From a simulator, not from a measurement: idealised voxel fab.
Process module name: voxel self aligned vias
Cross-sectional view cut (width: 170 nm; square cell size: 5 nm).
In what follows, cross-sections appear as grids of square cells, described through bands that run from the top down, where every band is one or more rows of cells.
In this notation a band is specified by the heights of its top and bottom, in that order and in nm, after which its materials appear from left to right, each paired with its width in nm. The word "throughout" attached to a single material means that material fills the band from edge to edge; the word "empty" stands for empty space.
Height reference: 0 = level under which incoming wafer is all one material. Lowest band: no bottom, runs on downward, e.g. "0 down".
The two numbers in a width such as "30->40" mark its ends across the band: the first belongs to the top row of cells, the second to the bottom row, and from each row to the next the width moves by the same amount.
Any step labelled "changes: none" changed none of the cells in the cross-section.
The entry "Listed closed voids" lists the empty spaces that cover at least 8 cells and have no open path to the top. Each is written as width x height at distance, where the distance is measured from the left edge and all three values are in nm.
after a step's settings: what the simulator itself notes on the step
Steps that use a mask can have "overlay nm" on their line. It says how far the mask sat to the right of where it was meant to be. Negative means to the left.

HERE'S WHAT THE PLANNED PROCESS STEPS LOOK LIKE
1,RECEIVE (material Si)
2,CONFORMAL_DEP (material SiO2; thk nm 10)
3,CONFORMAL_DEP (material SiCN; thk nm 5)
4,DIRECTIONAL_DEP (material lowk; thk nm 20)
5,MASKED_ETCH (tone open; mask id LINES; width nm 20; pitch nm 70; etch materials lowk; depth nm 20; overlay nm 0)
6,CONFORMAL_DEP (material TiN; thk nm 5)
7,FILL_DEP (material Ru; thk nm 5)
8,CMP (height nm 35)
9,SELECTIVE_ETCH (etch materials W Ru TiN; depth nm 10)
10,FILL_DEP (material SiN; thk nm 10)
11,CMP (height nm 35)
12,DIRECTIONAL_DEP (material lowk; thk nm 15)
13,DIRECTIONAL_DEP (material aC; thk nm 10)
14,PATTERN (tone open; mask id VIAS; material resist; width nm 40; pitch nm 70; thk nm 25; overlay nm 0)
15,DIRECTIONAL_ETCH (etch materials aC; depth nm 10)
16,STRIP (etch materials resist)
17,DIRECTIONAL_ETCH (etch materials lowk; depth nm 15)
18,DIRECTIONAL_ETCH (etch materials SiN; depth nm 10)
19,STRIP (etch materials aC)
20,CONFORMAL_DEP (material TiN; thk nm 5)
21,FILL_DEP (material W; thk nm 10)
22,CMP (height nm 50)
23,CONFORMAL_DEP (material SiCN; thk nm 5)

THE FIRST WAFER OF TWO, PROCESSED AS PLANNED

SHOWN IN CROSS-SECTION IS THE WAFER AS RECEIVED, THAT IS, AS IT STANDS AFTER STEP 1
0 down = Si throughout
Listed closed voids: none

ONCE STEP 2 IS THROUGH, THE WAFER LOOKS LIKE THIS IN CROSS-SECTION
10 to 0 = SiO2 throughout
Below a height of 0, the structure has not been altered.

ONCE STEP 3 IS THROUGH, THE WAFER LOOKS LIKE THIS IN CROSS-SECTION
15 to 10 = SiCN throughout
Below a height of 10, the structure has not been altered.

ONCE STEP 4 IS THROUGH, THE WAFER LOOKS LIKE THIS IN CROSS-SECTION
35 to 15 = lowk throughout
Below a height of 15, the structure has not been altered.

ONCE STEP 5 IS THROUGH, THE WAFER LOOKS LIKE THIS IN CROSS-SECTION
35 to 15 = lowk: 40, then empty: 20, then lowk: 50, then empty: 20, then lowk: 40
Below a height of 15, the structure has not been altered.

ONCE STEP 6 IS THROUGH, THE WAFER LOOKS LIKE THIS IN CROSS-SECTION
40 to 35 = TiN: 45, then empty: 10, then TiN: 60, then empty: 10, then TiN: 45
35 to 20 = lowk: 40, then TiN: 5, then empty: 10, then TiN: 5, then lowk: 50, then TiN: 5, then empty: 10, then TiN: 5, then lowk: 40
20 to 15 = lowk: 40, then TiN: 20, then lowk: 50, then TiN: 20, then lowk: 40
Below a height of 15, the structure has not been altered.

ONCE STEP 7 IS THROUGH, THE WAFER LOOKS LIKE THIS IN CROSS-SECTION
45 to 40 = Ru throughout
40 to 35 = TiN: 45, then Ru: 10, then TiN: 60, then Ru: 10, then TiN: 45
35 to 20 = lowk: 40, then TiN: 5, then Ru: 10, then TiN: 5, then lowk: 50, then TiN: 5, then Ru: 10, then TiN: 5, then lowk: 40
Below a height of 20, the structure has not been altered.

ONCE STEP 8 IS THROUGH, THE WAFER LOOKS LIKE THIS IN CROSS-SECTION
35 to 20 = lowk: 40, then TiN: 5, then Ru: 10, then TiN: 5, then lowk: 50, then TiN: 5, then Ru: 10, then TiN: 5, then lowk: 40
Below a height of 20, the structure has not been altered.

ONCE STEP 9 IS THROUGH, THE WAFER LOOKS LIKE THIS IN CROSS-SECTION
35 to 25 = lowk: 40, then empty: 20, then lowk: 50, then empty: 20, then lowk: 40
Below a height of 25, the structure has not been altered.

ONCE STEP 10 IS THROUGH, THE WAFER LOOKS LIKE THIS IN CROSS-SECTION
45 to 35 = SiN throughout
35 to 25 = lowk: 40, then SiN: 20, then lowk: 50, then SiN: 20, then lowk: 40
Below a height of 25, the structure has not been altered.

ONCE STEP 11 IS THROUGH, THE WAFER LOOKS LIKE THIS IN CROSS-SECTION
35 to 25 = lowk: 40, then SiN: 20, then lowk: 50, then SiN: 20, then lowk: 40
Below a height of 25, the structure has not been altered.

ONCE STEP 12 IS THROUGH, THE WAFER LOOKS LIKE THIS IN CROSS-SECTION
50 to 35 = lowk throughout
Below a height of 35, the structure has not been altered.

ONCE STEP 13 IS THROUGH, THE WAFER LOOKS LIKE THIS IN CROSS-SECTION
60 to 50 = aC throughout
Below a height of 50, the structure has not been altered.

ONCE STEP 14 IS THROUGH, THE WAFER LOOKS LIKE THIS IN CROSS-SECTION
85 to 60 = resist: 30, then empty: 40, then resist: 30, then empty: 40, then resist: 30
Below a height of 60, the structure has not been altered.

ONCE STEP 15 IS THROUGH, THE WAFER LOOKS LIKE THIS IN CROSS-SECTION
75 to 60 = resist: 30, then empty: 40, then resist: 30, then empty: 40, then resist: 30
60 to 50 = aC: 30, then empty: 40, then aC: 30, then empty: 40, then aC: 30
Below a height of 50, the structure has not been altered.

ONCE STEP 16 IS THROUGH, THE WAFER LOOKS LIKE THIS IN CROSS-SECTION
60 to 50 = aC: 30, then empty: 40, then aC: 30, then empty: 40, then aC: 30
Below a height of 50, the structure has not been altered.

ONCE STEP 17 IS THROUGH, THE WAFER LOOKS LIKE THIS IN CROSS-SECTION
60 to 50 = aC: 30, then empty: 40, then aC: 30, then empty: 40, then aC: 30
50 to 35 = lowk: 30, then empty: 40, then lowk: 30, then empty: 40, then lowk: 30
Below a height of 35, the structure has not been altered.

ONCE STEP 18 IS THROUGH, THE WAFER LOOKS LIKE THIS IN CROSS-SECTION
60 to 50 = aC: 30, then empty: 40, then aC: 30, then empty: 40, then aC: 30
50 to 35 = lowk: 30, then empty: 40, then lowk: 30, then empty: 40, then lowk: 30
35 to 25 = lowk: 40, then empty: 20, then lowk: 50, then empty: 20, then lowk: 40
Below a height of 25, the structure has not been altered.

ONCE STEP 19 IS THROUGH, THE WAFER LOOKS LIKE THIS IN CROSS-SECTION
50 to 35 = lowk: 30, then empty: 40, then lowk: 30, then empty: 40, then lowk: 30
Below a height of 35, the structure has not been altered.

ONCE STEP 20 IS THROUGH, THE WAFER LOOKS LIKE THIS IN CROSS-SECTION
55 to 50 = TiN: 35, then empty: 30, then TiN: 40, then empty: 30, then TiN: 35
50 to 40 = lowk: 30, then TiN: 5, then empty: 30, then TiN: 5, then lowk: 30, then TiN: 5, then empty: 30, then TiN: 5, then lowk: 30
40 to 30 = lowk: 30->40, then TiN: 15->5, then empty: 10, then TiN: 15->5, then lowk: 30->50, then TiN: 15->5, then empty: 10, then TiN: 15->5, then lowk: 30->40
30 to 25 = lowk: 40, then TiN: 20, then lowk: 50, then TiN: 20, then lowk: 40
Below a height of 25, the structure has not been altered.

ONCE STEP 21 IS THROUGH, THE WAFER LOOKS LIKE THIS IN CROSS-SECTION
65 to 55 = W throughout
55 to 50 = TiN: 35, then W: 30, then TiN: 40, then W: 30, then TiN: 35
50 to 40 = lowk: 30, then TiN: 5, then W: 30, then TiN: 5, then lowk: 30, then TiN: 5, then W: 30, then TiN: 5, then lowk: 30
40 to 30 = lowk: 30->40, then TiN: 15->5, then W: 10, then TiN: 15->5, then lowk: 30->50, then TiN: 15->5, then W: 10, then TiN: 15->5, then lowk: 30->40
Below a height of 30, the structure has not been altered.

ONCE STEP 22 IS THROUGH, THE WAFER LOOKS LIKE THIS IN CROSS-SECTION
50 to 40 = lowk: 30, then TiN: 5, then W: 30, then TiN: 5, then lowk: 30, then TiN: 5, then W: 30, then TiN: 5, then lowk: 30
Below a height of 40, the structure has not been altered.

ONCE STEP 23 IS THROUGH, THE WAFER LOOKS LIKE THIS IN CROSS-SECTION
55 to 50 = SiCN throughout
Below a height of 50, the structure has not been altered.

SECOND WAFER: LIKE START, LIKE PLAN, ONE MISTAKE. THROUGH STEP 4 IT MATCHES THE FIRST WAFER

SECOND WAFER, SECTIONED VIEW, AT STEP 5'S PLANNED END TIME
35 to 15 = empty: 40, then lowk: 20, then empty: 50, then lowk: 20, then empty: 40
Below a height of 15, the structure has not been altered.

SECOND WAFER, SECTIONED VIEW, AT STEP 6'S PLANNED END TIME
40 to 35 = empty: 35, then TiN: 30, then empty: 40, then TiN: 30, then empty: 35
35 to 20 = empty: 35, then TiN: 5, then lowk: 20, then TiN: 5, then empty: 40, then TiN: 5, then lowk: 20, then TiN: 5, then empty: 35
20 to 15 = TiN: 40, then lowk: 20, then TiN: 50, then lowk: 20, then TiN: 40
Below a height of 15, the structure has not been altered.

SECOND WAFER, SECTIONED VIEW, AT STEP 7'S PLANNED END TIME
45 to 40 = Ru throughout
40 to 35 = Ru: 35, then TiN: 30, then Ru: 40, then TiN: 30, then Ru: 35
35 to 20 = Ru: 35, then TiN: 5, then lowk: 20, then TiN: 5, then Ru: 40, then TiN: 5, then lowk: 20, then TiN: 5, then Ru: 35
Below a height of 20, the structure has not been altered.

SECOND WAFER, SECTIONED VIEW, AT STEP 8'S PLANNED END TIME
35 to 20 = Ru: 35, then TiN: 5, then lowk: 20, then TiN: 5, then Ru: 40, then TiN: 5, then lowk: 20, then TiN: 5, then Ru: 35
Below a height of 20, the structure has not been altered.

SECOND WAFER, SECTIONED VIEW, AT STEP 9'S PLANNED END TIME
35 to 25 = empty: 40, then lowk: 20, then empty: 50, then lowk: 20, then empty: 40
Below a height of 25, the structure has not been altered.

SECOND WAFER, SECTIONED VIEW, AT STEP 10'S PLANNED END TIME
45 to 35 = SiN throughout
35 to 25 = SiN: 40, then lowk: 20, then SiN: 50, then lowk: 20, then SiN: 40
Below a height of 25, the structure has not been altered.

SECOND WAFER, SECTIONED VIEW, AT STEP 11'S PLANNED END TIME
35 to 25 = SiN: 40, then lowk: 20, then SiN: 50, then lowk: 20, then SiN: 40
Below a height of 25, the structure has not been altered.

SECOND WAFER, SECTIONED VIEW, AT STEP 12'S PLANNED END TIME
50 to 35 = lowk throughout
Below a height of 35, the structure has not been altered.

SECOND WAFER, SECTIONED VIEW, AT STEP 13'S PLANNED END TIME
60 to 50 = aC throughout
Below a height of 50, the structure has not been altered.

SECOND WAFER, SECTIONED VIEW, AT STEP 14'S PLANNED END TIME
85 to 60 = resist: 30, then empty: 40, then resist: 30, then empty: 40, then resist: 30
Below a height of 60, the structure has not been altered.

SECOND WAFER, SECTIONED VIEW, AT STEP 15'S PLANNED END TIME
75 to 60 = resist: 30, then empty: 40, then resist: 30, then empty: 40, then resist: 30
60 to 50 = aC: 30, then empty: 40, then aC: 30, then empty: 40, then aC: 30
Below a height of 50, the structure has not been altered.

SECOND WAFER, SECTIONED VIEW, AT STEP 16'S PLANNED END TIME
60 to 50 = aC: 30, then empty: 40, then aC: 30, then empty: 40, then aC: 30
Below a height of 50, the structure has not been altered.

SECOND WAFER, SECTIONED VIEW, AT STEP 17'S PLANNED END TIME
60 to 50 = aC: 30, then empty: 40, then aC: 30, then empty: 40, then aC: 30
50 to 35 = lowk: 30, then empty: 40, then lowk: 30, then empty: 40, then lowk: 30
Below a height of 35, the structure has not been altered.

SECOND WAFER, SECTIONED VIEW, AT STEP 18'S PLANNED END TIME
60 to 50 = aC: 30, then empty: 40, then aC: 30, then empty: 40, then aC: 30
50 to 35 = lowk: 30, then empty: 40, then lowk: 30, then empty: 40, then lowk: 30
35 to 25 = SiN: 30, then empty: 10, then lowk: 20, then empty: 10, then SiN: 30, then empty: 10, then lowk: 20, then empty: 10, then SiN: 30
Below a height of 25, the structure has not been altered.

SECOND WAFER, SECTIONED VIEW, AT STEP 19'S PLANNED END TIME
50 to 35 = lowk: 30, then empty: 40, then lowk: 30, then empty: 40, then lowk: 30
Below a height of 35, the structure has not been altered.

SECOND WAFER, SECTIONED VIEW, AT STEP 20'S PLANNED END TIME
55 to 50 = TiN: 35, then empty: 30, then TiN: 40, then empty: 30, then TiN: 35
50 to 40 = lowk: 30, then TiN: 5, then empty: 30, then TiN: 5, then lowk: 30, then TiN: 5, then empty: 30, then TiN: 5, then lowk: 30
40 to 35 = lowk: 30, then TiN: 40, then lowk: 30, then TiN: 40, then lowk: 30
35 to 25 = SiN: 30, then TiN: 10, then lowk: 20, then TiN: 10, then SiN: 30, then TiN: 10, then lowk: 20, then TiN: 10, then SiN: 30
Below a height of 25, the structure has not been altered.

SECOND WAFER, SECTIONED VIEW, AT STEP 21'S PLANNED END TIME
65 to 55 = W throughout
55 to 50 = TiN: 35, then W: 30, then TiN: 40, then W: 30, then TiN: 35
50 to 40 = lowk: 30, then TiN: 5, then W: 30, then TiN: 5, then lowk: 30, then TiN: 5, then W: 30, then TiN: 5, then lowk: 30
Below a height of 40, the structure has not been altered.

SECOND WAFER, SECTIONED VIEW, AT STEP 22'S PLANNED END TIME
50 to 40 = lowk: 30, then TiN: 5, then W: 30, then TiN: 5, then lowk: 30, then TiN: 5, then W: 30, then TiN: 5, then lowk: 30
Below a height of 40, the structure has not been altered.

SECOND WAFER, SECTIONED VIEW, AT STEP 23'S PLANNED END TIME
55 to 50 = SiCN throughout
Below a height of 50, the structure has not been altered.
Deviation noted in wafer processing: step 5 ran differently from the plan; actual operation with settings: MASKED_ETCH (tone cover; mask id LINES; width nm 20; pitch nm 70; etch materials lowk; depth nm 20; overlay nm 0)
Final difference in cells, second wafer against first, listed per material as more or fewer: 18 more of Ru | 36 more of SiN | 26 more of TiN | 8 fewer of W | 72 fewer of lowk
